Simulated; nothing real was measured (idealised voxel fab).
process module | voxel transistor to metal
cross-section cut | 165 nm wide | cells 5 nm
A cross-section is a grid of square cells, given in bands from the top down. A band is one or more rows of cells.
Each band's line starts with the height of the band's top and of its bottom, in nm. Then come its materials from left to right, each with its width in nm. One material with "throughout" fills the band from edge to edge. "air" is empty space.
Height 0 is the level under which the wafer as received is all one material. The lowest band goes on downwards, as in "0 down".
A width such as "30 to 40" changes by the same amount from each row of cells to the next, from the band's top row to its bottom row.
"no change" after a step means that no cell of the cross-section changed.
closed voids: empty space of 8 cells or more with no open way to the top, each as width x height at its distance from the left edge, in nm
after a step's settings: what the simulator itself notes on the step
overlay nm, on a step with a mask: how far to the right of its planned place the mask lay; to the left if negative
plan
1 op RECEIVE | material Si
2 op OXIDIZE | depth nm 5
3 op CONFORMAL_DEP | material SiN | thk nm 10
4 op MASKED_ETCH | tone cover | mask id ACTIVE | width nm 115 | etch materials SiN | depth nm 10 | overlay nm 0
5 op MASKED_ETCH | tone cover | mask id ACTIVE | width nm 115 | etch materials SiO2 | depth nm 5 | overlay nm 0
6 op MASKED_ETCH | tone cover | mask id ACTIVE | width nm 115 | etch materials Si | depth nm 30 | overlay nm 0
7 op OXIDIZE | depth nm 5
8 op FILL_DEP | material SiO2 | thk nm 10
9 op CMP | height nm 10
10 op SELECTIVE_ETCH | etch materials SiO2 | depth nm 5
11 op STRIP | etch materials SiN
12 op SELECTIVE_ETCH | etch materials SiO2 | depth nm 5
13 op OXIDIZE | depth nm 5
14 op DIRECTIONAL_DEP | material polySi | thk nm 20
15 op DIRECTIONAL_DEP | material SiCN | thk nm 15
16 op DIRECTIONAL_DEP | material aC | thk nm 15
17 op PATTERN | tone cover | mask id GATE | material resist | width nm 25 | thk nm 35 | overlay nm 0
18 op DIRECTIONAL_ETCH | etch materials aC | depth nm 15
19 op STRIP | etch materials resist
20 op DIRECTIONAL_ETCH | etch materials SiCN | depth nm 25
21 op DIRECTIONAL_ETCH | etch materials polySi | depth nm 30
22 op STRIP | etch materials aC
23 op CONFORMAL_DEP | material SiN | thk nm 10
24 op DIRECTIONAL_ETCH | etch materials SiN | depth nm 10
25 op DIRECTIONAL_ETCH | etch materials SiO2 | depth nm 5
26 op EPI | material pSi | thk nm 5
27 op FILL_DEP | material SiO2 | thk nm 5
28 op CMP | height nm 15
29 op STRIP | etch materials polySi
30 op SELECTIVE_ETCH | etch materials SiO2 | depth nm 5
31 op CONFORMAL_DEP | material HfO2 | thk nm 5
32 op CONFORMAL_DEP | material TiN | thk nm 5
33 op FILL_DEP | material W | thk nm 10
34 op CMP | height nm 10
35 op DIRECTIONAL_DEP | material SiO2 | thk nm 15
36 op DIRECTIONAL_DEP | material aC | thk nm 10
37 op PATTERN | tone open | mask id CONTACT | material resist | width nm 20 | pitch nm 85 | thk nm 25 | overlay nm 0
38 op DIRECTIONAL_ETCH | etch materials aC | depth nm 10
39 op STRIP | etch materials resist
40 op DIRECTIONAL_ETCH | etch materials SiO2 | depth nm 30
41 op STRIP | etch materials aC
42 op CONFORMAL_DEP | material TiN | thk nm 5
43 op FILL_DEP | material W | thk nm 5
44 op CMP | height nm 25
45 op CONFORMAL_DEP | material SiCN | thk nm 5
46 op DIRECTIONAL_DEP | material SiO2 | thk nm 20
47 op MASKED_ETCH | tone open | mask id METAL_1 | width nm 20 | pitch nm 85 | etch materials SiO2 | depth nm 20 | overlay nm 0
48 op MASKED_ETCH | tone open | mask id METAL_1 | width nm 20 | pitch nm 85 | etch materials SiCN | depth nm 5 | overlay nm 0
49 op CONFORMAL_DEP | material TiN | thk nm 5
50 op FILL_DEP | material Cu | thk nm 5
51 op CMP | height nm 50
52 op CONFORMAL_DEP | material SiCN | thk nm 5
first wafer, as planned
as received, after step 1
  0 down: Si throughout
  closed voids: none
after step 2
  0 to -5: SiO2 throughout
  below -5: unchanged
after step 3
  10 to 0: SiN throughout
  below 0: unchanged
after step 4
  10 to 0: air 25 | SiN 115 | air 25
  below 0: unchanged
after step 5
  10 to 0: air 25 | SiN 115 | air 25
  0 to -5: air 25 | SiO2 115 | air 25
  below -5: unchanged
after step 6
  10 to 0: air 25 | SiN 115 | air 25
  0 to -5: air 25 | SiO2 115 | air 25
  -5 to -35: air 25 | Si 115 | air 25
  below -35: unchanged
after step 7
  10 to 0: air 25 | SiN 115 | air 25
  0 to -5: air 25 | SiO2 115 | air 25
  -5 to -35: air 25 | SiO2 5 | Si 105 | SiO2 5 | air 25
  -35 to -40: SiO2 30 | Si 105 | SiO2 30
  below -40: unchanged
after step 8
  20 to 10: SiO2 throughout
  10 to 0: SiO2 25 | SiN 115 | SiO2 25
  0 to -5: SiO2 throughout
  -5 to -40: SiO2 30 | Si 105 | SiO2 30
  below -40: unchanged
after step 9
  10 to 0: SiO2 25 | SiN 115 | SiO2 25
  below 0: unchanged
after step 10
  10 to 5: air 25 | SiN 115 | air 25
  below 5: unchanged
after step 11
  5 to 0: SiO2 25 | air 115 | SiO2 25
  below 0: unchanged
after step 12
  0 to -5: SiO2 20 | air 125 | SiO2 20
  below -5: unchanged
after step 13
  0 to -5: SiO2 20 | air 125 | SiO2 20
  -5 to -10: SiO2 throughout
  below -10: unchanged
after step 14
  20 to 15: polySi 20 | air 125 | polySi 20
  15 to 0: polySi throughout
  0 to -5: SiO2 20 | polySi 125 | SiO2 20
  below -5: unchanged
after step 15
  35 to 30: SiCN 20 | air 125 | SiCN 20
  30 to 20: SiCN throughout
  20 to 15: polySi 20 | SiCN 125 | polySi 20
  below 15: unchanged
after step 16
  50 to 45: aC 20 | air 125 | aC 20
  45 to 35: aC throughout
  35 to 30: SiCN 20 | aC 125 | SiCN 20
  below 30: unchanged
after step 17
  85 to 50: air 70 | resist 25 | air 70
  50 to 45: aC 20 | air 50 | resist 25 | air 50 | aC 20
  below 45: unchanged
after step 18
  70 to 45: air 70 | resist 25 | air 70
  45 to 35: air 70 | aC 25 | air 70
  35 to 30: SiCN 20 | air 50 | aC 25 | air 50 | SiCN 20
  below 30: unchanged
after step 19
  45 to 35: air 70 | aC 25 | air 70
  below 35: unchanged
after step 20
  45 to 30: air 70 | aC 25 | air 70
  30 to 20: air 70 | SiCN 25 | air 70
  20 to 15: polySi 20 | air 50 | SiCN 25 | air 50 | polySi 20
  below 15: unchanged
after step 21
  45 to 30: air 70 | aC 25 | air 70
  30 to 15: air 70 | SiCN 25 | air 70
  15 to 0: air 70 | polySi 25 | air 70
  0 to -5: SiO2 20 | air 50 | polySi 25 | air 50 | SiO2 20
  below -5: unchanged
after step 22
  30 to 15: air 70 | SiCN 25 | air 70
  below 15: unchanged
after step 23
  40 to 30: air 60 | SiN 45 | air 60
  30 to 15: air 60 | SiN 10 | SiCN 25 | SiN 10 | air 60
  15 to 10: air 60 | SiN 10 | polySi 25 | SiN 10 | air 60
  10 to 5: SiN 30 | air 30 | SiN 10 | polySi 25 | SiN 10 | air 30 | SiN 30
  5 to 0: SiN 70 | polySi 25 | SiN 70
  0 to -5: SiO2 20 | SiN 50 | polySi 25 | SiN 50 | SiO2 20
  below -5: unchanged
after step 24
  30 to 15: air 60 | SiN 10 | SiCN 25 | SiN 10 | air 60
  15 to 0: air 60 | SiN 10 | polySi 25 | SiN 10 | air 60
  0 to -5: SiO2 20 | SiN 10 | air 30 | SiN 10 | polySi 25 | SiN 10 | air 30 | SiN 10 | SiO2 20
  below -5: unchanged
after step 25
  30 to 15: air 60 | SiN 10 | SiCN 25 | SiN 10 | air 60
  15 to 0: air 60 | SiN 10 | polySi 25 | SiN 10 | air 60
  0 to -5: air 20 | SiN 10 | air 30 | SiN 10 | polySi 25 | SiN 10 | air 30 | SiN 10 | air 20
  -5 to -10: SiO2 30 | air 30 | SiO2 45 | air 30 | SiO2 30
  below -10: unchanged
after step 26
  30 to 15: air 60 | SiN 10 | SiCN 25 | SiN 10 | air 60
  15 to 0: air 60 | SiN 10 | polySi 25 | SiN 10 | air 60
  0 to -5: air 20 | SiN 10 | air 30 | SiN 10 | polySi 25 | SiN 10 | air 30 | SiN 10 | air 20
  -5 to -10: SiO2 30 | pSi 30 | SiO2 45 | pSi 30 | SiO2 30
  below -10: unchanged
after step 27
  35 to 30: SiO2 throughout
  30 to 15: SiO2 60 | SiN 10 | SiCN 25 | SiN 10 | SiO2 60
  15 to 0: SiO2 60 | SiN 10 | polySi 25 | SiN 10 | SiO2 60
  0 to -5: SiO2 20 | SiN 10 | SiO2 30 | SiN 10 | polySi 25 | SiN 10 | SiO2 30 | SiN 10 | SiO2 20
  below -5: unchanged
after step 28
  15 to 0: SiO2 60 | SiN 10 | polySi 25 | SiN 10 | SiO2 60
  below 0: unchanged
after step 29
  15 to 0: SiO2 60 | SiN 10 | air 25 | SiN 10 | SiO2 60
  0 to -5: SiO2 20 | SiN 10 | SiO2 30 | SiN 10 | air 25 | SiN 10 | SiO2 30 | SiN 10 | SiO2 20
  below -5: unchanged
after step 30
  15 to 10: air 60 | SiN 10 | air 25 | SiN 10 | air 60
  10 to 0: SiO2 60 | SiN 10 | air 25 | SiN 10 | SiO2 60
  0 to -5: SiO2 20 | SiN 10 | SiO2 30 | SiN 10 | air 25 | SiN 10 | SiO2 30 | SiN 10 | SiO2 20
  -5 to -10: SiO2 30 | pSi 30 | SiO2 5 | air 35 | SiO2 5 | pSi 30 | SiO2 30
  below -10: unchanged
after step 31
  20 to 15: air 55 | HfO2 20 | air 15 | HfO2 20 | air 55
  15 to 10: HfO2 60 | SiN 10 | HfO2 5 | air 15 | HfO2 5 | SiN 10 | HfO2 60
  10 to 0: SiO2 60 | SiN 10 | HfO2 5 | air 15 | HfO2 5 | SiN 10 | SiO2 60
  0 to -5: SiO2 20 | SiN 10 | SiO2 30 | SiN 10 | HfO2 5 | air 15 | HfO2 5 | SiN 10 | SiO2 30 | SiN 10 | SiO2 20
  -5 to -10: SiO2 30 | pSi 30 | SiO2 5 | HfO2 35 | SiO2 5 | pSi 30 | SiO2 30
  below -10: unchanged
after step 32
  25 to 20: air 50 | TiN 30 | air 5 | TiN 30 | air 50
  20 to 15: TiN 55 | HfO2 20 | TiN 5 | air 5 | TiN 5 | HfO2 20 | TiN 55
  15 to 10: HfO2 60 | SiN 10 | HfO2 5 | TiN 5 | air 5 | TiN 5 | HfO2 5 | SiN 10 | HfO2 60
  10 to 0: SiO2 60 | SiN 10 | HfO2 5 | TiN 5 | air 5 | TiN 5 | HfO2 5 | SiN 10 | SiO2 60
  0 to -5: SiO2 20 | SiN 10 | SiO2 30 | SiN 10 | HfO2 5 | TiN 15 | HfO2 5 | SiN 10 | SiO2 30 | SiN 10 | SiO2 20
  below -5: unchanged
after step 33
  35 to 25: W throughout
  25 to 20: W 50 | TiN 30 | W 5 | TiN 30 | W 50
  20 to 15: TiN 55 | HfO2 20 | TiN 5 | W 5 | TiN 5 | HfO2 20 | TiN 55
  15 to 10: HfO2 60 | SiN 10 | HfO2 5 | TiN 5 | W 5 | TiN 5 | HfO2 5 | SiN 10 | HfO2 60
  10 to 0: SiO2 60 | SiN 10 | HfO2 5 | TiN 5 | W 5 | TiN 5 | HfO2 5 | SiN 10 | SiO2 60
  below 0: unchanged
after step 34
  10 to 0: SiO2 60 | SiN 10 | HfO2 5 | TiN 5 | W 5 | TiN 5 | HfO2 5 | SiN 10 | SiO2 60
  below 0: unchanged
after step 35
  25 to 10: SiO2 throughout
  below 10: unchanged
after step 36
  35 to 25: aC throughout
  below 25: unchanged
after step 37
  60 to 35: resist 30 | air 20 | resist 65 | air 20 | resist 30
  below 35: unchanged
after step 38
  50 to 35: resist 30 | air 20 | resist 65 | air 20 | resist 30
  35 to 25: aC 30 | air 20 | aC 65 | air 20 | aC 30
  below 25: unchanged
after step 39
  35 to 25: aC 30 | air 20 | aC 65 | air 20 | aC 30
  below 25: unchanged
after step 40
  35 to 25: aC 30 | air 20 | aC 65 | air 20 | aC 30
  25 to 10: SiO2 30 | air 20 | SiO2 65 | air 20 | SiO2 30
  10 to 0: SiO2 30 | air 20 | SiO2 10 | SiN 10 | HfO2 5 | TiN 5 | W 5 | TiN 5 | HfO2 5 | SiN 10 | SiO2 10 | air 20 | SiO2 30
  0 to -5: SiO2 20 | SiN 10 | air 20 | SiO2 10 | SiN 10 | HfO2 5 | TiN 15 | HfO2 5 | SiN 10 | SiO2 10 | air 20 | SiN 10 | SiO2 20
  below -5: unchanged
after step 41
  25 to 10: SiO2 30 | air 20 | SiO2 65 | air 20 | SiO2 30
  below 10: unchanged
after step 42
  30 to 25: TiN 35 | air 10 | TiN 75 | air 10 | TiN 35
  25 to 10: SiO2 30 | TiN 5 | air 10 | TiN 5 | SiO2 65 | TiN 5 | air 10 | TiN 5 | SiO2 30
  10 to 0: SiO2 30 | TiN 5 | air 10 | TiN 5 | SiO2 10 | SiN 10 | HfO2 5 | TiN 5 | W 5 | TiN 5 | HfO2 5 | SiN 10 | SiO2 10 | TiN 5 | air 10 | TiN 5 | SiO2 30
  0 to -5: SiO2 20 | SiN 10 | TiN 20 | SiO2 10 | SiN 10 | HfO2 5 | TiN 15 | HfO2 5 | SiN 10 | SiO2 10 | TiN 20 | SiN 10 | SiO2 20
  below -5: unchanged
after step 43
  35 to 30: W throughout
  30 to 25: TiN 35 | W 10 | TiN 75 | W 10 | TiN 35
  25 to 10: SiO2 30 | TiN 5 | W 10 | TiN 5 | SiO2 65 | TiN 5 | W 10 | TiN 5 | SiO2 30
  10 to 0: SiO2 30 | TiN 5 | W 10 | TiN 5 | SiO2 10 | SiN 10 | HfO2 5 | TiN 5 | W 5 | TiN 5 | HfO2 5 | SiN 10 | SiO2 10 | TiN 5 | W 10 | TiN 5 | SiO2 30
  below 0: unchanged
after step 44
  25 to 10: SiO2 30 | TiN 5 | W 10 | TiN 5 | SiO2 65 | TiN 5 | W 10 | TiN 5 | SiO2 30
  below 10: unchanged
after step 45
  30 to 25: SiCN throughout
  below 25: unchanged
after step 46
  50 to 30: SiO2 throughout
  below 30: unchanged
after step 47
  50 to 30: SiO2 30 | air 20 | SiO2 65 | air 20 | SiO2 30
  below 30: unchanged
after step 48
  50 to 30: SiO2 30 | air 20 | SiO2 65 | air 20 | SiO2 30
  30 to 25: SiCN 30 | air 20 | SiCN 65 | air 20 | SiCN 30
  below 25: unchanged
after step 49
  55 to 50: TiN 35 | air 10 | TiN 75 | air 10 | TiN 35
  50 to 30: SiO2 30 | TiN 5 | air 10 | TiN 5 | SiO2 65 | TiN 5 | air 10 | TiN 5 | SiO2 30
  30 to 25: SiCN 30 | TiN 20 | SiCN 65 | TiN 20 | SiCN 30
  below 25: unchanged
after step 50
  60 to 55: Cu throughout
  55 to 50: TiN 35 | Cu 10 | TiN 75 | Cu 10 | TiN 35
  50 to 30: SiO2 30 | TiN 5 | Cu 10 | TiN 5 | SiO2 65 | TiN 5 | Cu 10 | TiN 5 | SiO2 30
  below 30: unchanged
after step 51
  50 to 30: SiO2 30 | TiN 5 | Cu 10 | TiN 5 | SiO2 65 | TiN 5 | Cu 10 | TiN 5 | SiO2 30
  below 30: unchanged
after step 52
  55 to 50: SiCN throughout
  below 50: unchanged
second wafer: like start, like plan, one mistake. Through step 5 it matches the first wafer
when step 6 should have ended
  10 to 0: air 25 | SiN 115 | air 25
  0 to -5: air 25 | SiO2 115 | air 25
  -5 to -30: air 25 | Si 115 | air 25
  below -30: unchanged
when step 7 should have ended
  10 to 0: air 25 | SiN 115 | air 25
  0 to -5: air 25 | SiO2 115 | air 25
  -5 to -30: air 25 | SiO2 5 | Si 105 | SiO2 5 | air 25
  -30 to -35: SiO2 30 | Si 105 | SiO2 30
  below -35: unchanged
when step 8 should have ended
  20 to 10: SiO2 throughout
  10 to 0: SiO2 25 | SiN 115 | SiO2 25
  0 to -5: SiO2 throughout
  -5 to -35: SiO2 30 | Si 105 | SiO2 30
  below -35: unchanged
when step 9 should have ended
  10 to 0: SiO2 25 | SiN 115 | SiO2 25
  below 0: unchanged
when step 10 should have ended
  10 to 5: air 25 | SiN 115 | air 25
  below 5: unchanged
when step 11 should have ended
  5 to 0: SiO2 25 | air 115 | SiO2 25
  below 0: unchanged
when step 12 should have ended
  0 to -5: SiO2 20 | air 125 | SiO2 20
  below -5: unchanged
when step 13 should have ended
  0 to -5: SiO2 20 | air 125 | SiO2 20
  -5 to -10: SiO2 throughout
  below -10: unchanged
when step 14 should have ended
  20 to 15: polySi 20 | air 125 | polySi 20
  15 to 0: polySi throughout
  0 to -5: SiO2 20 | polySi 125 | SiO2 20
  below -5: unchanged
when step 15 should have ended
  35 to 30: SiCN 20 | air 125 | SiCN 20
  30 to 20: SiCN throughout
  20 to 15: polySi 20 | SiCN 125 | polySi 20
  below 15: unchanged
when step 16 should have ended
  50 to 45: aC 20 | air 125 | aC 20
  45 to 35: aC throughout
  35 to 30: SiCN 20 | aC 125 | SiCN 20
  below 30: unchanged
when step 17 should have ended
  85 to 50: air 70 | resist 25 | air 70
  50 to 45: aC 20 | air 50 | resist 25 | air 50 | aC 20
  below 45: unchanged
when step 18 should have ended
  70 to 45: air 70 | resist 25 | air 70
  45 to 35: air 70 | aC 25 | air 70
  35 to 30: SiCN 20 | air 50 | aC 25 | air 50 | SiCN 20
  below 30: unchanged
when step 19 should have ended
  45 to 35: air 70 | aC 25 | air 70
  below 35: unchanged
when step 20 should have ended
  45 to 30: air 70 | aC 25 | air 70
  30 to 20: air 70 | SiCN 25 | air 70
  20 to 15: polySi 20 | air 50 | SiCN 25 | air 50 | polySi 20
  below 15: unchanged
when step 21 should have ended
  45 to 30: air 70 | aC 25 | air 70
  30 to 15: air 70 | SiCN 25 | air 70
  15 to 0: air 70 | polySi 25 | air 70
  0 to -5: SiO2 20 | air 50 | polySi 25 | air 50 | SiO2 20
  below -5: unchanged
when step 22 should have ended
  30 to 15: air 70 | SiCN 25 | air 70
  below 15: unchanged
when step 23 should have ended
  40 to 30: air 60 | SiN 45 | air 60
  30 to 15: air 60 | SiN 10 | SiCN 25 | SiN 10 | air 60
  15 to 10: air 60 | SiN 10 | polySi 25 | SiN 10 | air 60
  10 to 5: SiN 30 | air 30 | SiN 10 | polySi 25 | SiN 10 | air 30 | SiN 30
  5 to 0: SiN 70 | polySi 25 | SiN 70
  0 to -5: SiO2 20 | SiN 50 | polySi 25 | SiN 50 | SiO2 20
  below -5: unchanged
when step 24 should have ended
  30 to 15: air 60 | SiN 10 | SiCN 25 | SiN 10 | air 60
  15 to 0: air 60 | SiN 10 | polySi 25 | SiN 10 | air 60
  0 to -5: SiO2 20 | SiN 10 | air 30 | SiN 10 | polySi 25 | SiN 10 | air 30 | SiN 10 | SiO2 20
  below -5: unchanged
when step 25 should have ended
  30 to 15: air 60 | SiN 10 | SiCN 25 | SiN 10 | air 60
  15 to 0: air 60 | SiN 10 | polySi 25 | SiN 10 | air 60
  0 to -5: air 20 | SiN 10 | air 30 | SiN 10 | polySi 25 | SiN 10 | air 30 | SiN 10 | air 20
  -5 to -10: SiO2 30 | air 30 | SiO2 45 | air 30 | SiO2 30
  below -10: unchanged
when step 26 should have ended
  30 to 15: air 60 | SiN 10 | SiCN 25 | SiN 10 | air 60
  15 to 0: air 60 | SiN 10 | polySi 25 | SiN 10 | air 60
  0 to -5: air 20 | SiN 10 | air 30 | SiN 10 | polySi 25 | SiN 10 | air 30 | SiN 10 | air 20
  -5 to -10: SiO2 30 | pSi 30 | SiO2 45 | pSi 30 | SiO2 30
  below -10: unchanged
when step 27 should have ended
  35 to 30: SiO2 throughout
  30 to 15: SiO2 60 | SiN 10 | SiCN 25 | SiN 10 | SiO2 60
  15 to 0: SiO2 60 | SiN 10 | polySi 25 | SiN 10 | SiO2 60
  0 to -5: SiO2 20 | SiN 10 | SiO2 30 | SiN 10 | polySi 25 | SiN 10 | SiO2 30 | SiN 10 | SiO2 20
  below -5: unchanged
when step 28 should have ended
  15 to 0: SiO2 60 | SiN 10 | polySi 25 | SiN 10 | SiO2 60
  below 0: unchanged
when step 29 should have ended
  15 to 0: SiO2 60 | SiN 10 | air 25 | SiN 10 | SiO2 60
  0 to -5: SiO2 20 | SiN 10 | SiO2 30 | SiN 10 | air 25 | SiN 10 | SiO2 30 | SiN 10 | SiO2 20
  below -5: unchanged
when step 30 should have ended
  15 to 10: air 60 | SiN 10 | air 25 | SiN 10 | air 60
  10 to 0: SiO2 60 | SiN 10 | air 25 | SiN 10 | SiO2 60
  0 to -5: SiO2 20 | SiN 10 | SiO2 30 | SiN 10 | air 25 | SiN 10 | SiO2 30 | SiN 10 | SiO2 20
  -5 to -10: SiO2 30 | pSi 30 | SiO2 5 | air 35 | SiO2 5 | pSi 30 | SiO2 30
  below -10: unchanged
when step 31 should have ended
  20 to 15: air 55 | HfO2 20 | air 15 | HfO2 20 | air 55
  15 to 10: HfO2 60 | SiN 10 | HfO2 5 | air 15 | HfO2 5 | SiN 10 | HfO2 60
  10 to 0: SiO2 60 | SiN 10 | HfO2 5 | air 15 | HfO2 5 | SiN 10 | SiO2 60
  0 to -5: SiO2 20 | SiN 10 | SiO2 30 | SiN 10 | HfO2 5 | air 15 | HfO2 5 | SiN 10 | SiO2 30 | SiN 10 | SiO2 20
  -5 to -10: SiO2 30 | pSi 30 | SiO2 5 | HfO2 35 | SiO2 5 | pSi 30 | SiO2 30
  below -10: unchanged
when step 32 should have ended
  25 to 20: air 50 | TiN 30 | air 5 | TiN 30 | air 50
  20 to 15: TiN 55 | HfO2 20 | TiN 5 | air 5 | TiN 5 | HfO2 20 | TiN 55
  15 to 10: HfO2 60 | SiN 10 | HfO2 5 | TiN 5 | air 5 | TiN 5 | HfO2 5 | SiN 10 | HfO2 60
  10 to 0: SiO2 60 | SiN 10 | HfO2 5 | TiN 5 | air 5 | TiN 5 | HfO2 5 | SiN 10 | SiO2 60
  0 to -5: SiO2 20 | SiN 10 | SiO2 30 | SiN 10 | HfO2 5 | TiN 15 | HfO2 5 | SiN 10 | SiO2 30 | SiN 10 | SiO2 20
  below -5: unchanged
when step 33 should have ended
  35 to 25: W throughout
  25 to 20: W 50 | TiN 30 | W 5 | TiN 30 | W 50
  20 to 15: TiN 55 | HfO2 20 | TiN 5 | W 5 | TiN 5 | HfO2 20 | TiN 55
  15 to 10: HfO2 60 | SiN 10 | HfO2 5 | TiN 5 | W 5 | TiN 5 | HfO2 5 | SiN 10 | HfO2 60
  10 to 0: SiO2 60 | SiN 10 | HfO2 5 | TiN 5 | W 5 | TiN 5 | HfO2 5 | SiN 10 | SiO2 60
  below 0: unchanged
when step 34 should have ended
  10 to 0: SiO2 60 | SiN 10 | HfO2 5 | TiN 5 | W 5 | TiN 5 | HfO2 5 | SiN 10 | SiO2 60
  below 0: unchanged
when step 35 should have ended
  25 to 10: SiO2 throughout
  below 10: unchanged
when step 36 should have ended
  35 to 25: aC throughout
  below 25: unchanged
when step 37 should have ended
  60 to 35: resist 30 | air 20 | resist 65 | air 20 | resist 30
  below 35: unchanged
when step 38 should have ended
  50 to 35: resist 30 | air 20 | resist 65 | air 20 | resist 30
  35 to 25: aC 30 | air 20 | aC 65 | air 20 | aC 30
  below 25: unchanged
when step 39 should have ended
  35 to 25: aC 30 | air 20 | aC 65 | air 20 | aC 30
  below 25: unchanged
when step 40 should have ended
  35 to 25: aC 30 | air 20 | aC 65 | air 20 | aC 30
  25 to 10: SiO2 30 | air 20 | SiO2 65 | air 20 | SiO2 30
  10 to 0: SiO2 30 | air 20 | SiO2 10 | SiN 10 | HfO2 5 | TiN 5 | W 5 | TiN 5 | HfO2 5 | SiN 10 | SiO2 10 | air 20 | SiO2 30
  0 to -5: SiO2 20 | SiN 10 | air 20 | SiO2 10 | SiN 10 | HfO2 5 | TiN 15 | HfO2 5 | SiN 10 | SiO2 10 | air 20 | SiN 10 | SiO2 20
  below -5: unchanged
when step 41 should have ended
  25 to 10: SiO2 30 | air 20 | SiO2 65 | air 20 | SiO2 30
  below 10: unchanged
when step 42 should have ended
  30 to 25: TiN 35 | air 10 | TiN 75 | air 10 | TiN 35
  25 to 10: SiO2 30 | TiN 5 | air 10 | TiN 5 | SiO2 65 | TiN 5 | air 10 | TiN 5 | SiO2 30
  10 to 0: SiO2 30 | TiN 5 | air 10 | TiN 5 | SiO2 10 | SiN 10 | HfO2 5 | TiN 5 | W 5 | TiN 5 | HfO2 5 | SiN 10 | SiO2 10 | TiN 5 | air 10 | TiN 5 | SiO2 30
  0 to -5: SiO2 20 | SiN 10 | TiN 20 | SiO2 10 | SiN 10 | HfO2 5 | TiN 15 | HfO2 5 | SiN 10 | SiO2 10 | TiN 20 | SiN 10 | SiO2 20
  below -5: unchanged
when step 43 should have ended
  35 to 30: W throughout
  30 to 25: TiN 35 | W 10 | TiN 75 | W 10 | TiN 35
  25 to 10: SiO2 30 | TiN 5 | W 10 | TiN 5 | SiO2 65 | TiN 5 | W 10 | TiN 5 | SiO2 30
  10 to 0: SiO2 30 | TiN 5 | W 10 | TiN 5 | SiO2 10 | SiN 10 | HfO2 5 | TiN 5 | W 5 | TiN 5 | HfO2 5 | SiN 10 | SiO2 10 | TiN 5 | W 10 | TiN 5 | SiO2 30
  below 0: unchanged
when step 44 should have ended
  25 to 10: SiO2 30 | TiN 5 | W 10 | TiN 5 | SiO2 65 | TiN 5 | W 10 | TiN 5 | SiO2 30
  below 10: unchanged
when step 45 should have ended
  30 to 25: SiCN throughout
  below 25: unchanged
when step 46 should have ended
  50 to 30: SiO2 throughout
  below 30: unchanged
when step 47 should have ended
  50 to 30: SiO2 30 | air 20 | SiO2 65 | air 20 | SiO2 30
  below 30: unchanged
when step 48 should have ended
  50 to 30: SiO2 30 | air 20 | SiO2 65 | air 20 | SiO2 30
  30 to 25: SiCN 30 | air 20 | SiCN 65 | air 20 | SiCN 30
  below 25: unchanged
when step 49 should have ended
  55 to 50: TiN 35 | air 10 | TiN 75 | air 10 | TiN 35
  50 to 30: SiO2 30 | TiN 5 | air 10 | TiN 5 | SiO2 65 | TiN 5 | air 10 | TiN 5 | SiO2 30
  30 to 25: SiCN 30 | TiN 20 | SiCN 65 | TiN 20 | SiCN 30
  below 25: unchanged
when step 50 should have ended
  60 to 55: Cu throughout
  55 to 50: TiN 35 | Cu 10 | TiN 75 | Cu 10 | TiN 35
  50 to 30: SiO2 30 | TiN 5 | Cu 10 | TiN 5 | SiO2 65 | TiN 5 | Cu 10 | TiN 5 | SiO2 30
  below 30: unchanged
when step 51 should have ended
  50 to 30: SiO2 30 | TiN 5 | Cu 10 | TiN 5 | SiO2 65 | TiN 5 | Cu 10 | TiN 5 | SiO2 30
  below 30: unchanged
when step 52 should have ended
  55 to 50: SiCN throughout
  below 50: unchanged
what went wrong: step 6 ran as: op MASKED_ETCH | tone cover | mask id ACTIVE | width nm 115 | etch materials Si | depth nm 25 | overlay nm 0
at the end the second wafer has, in cells: 12 more of Si | 12 fewer of SiO2
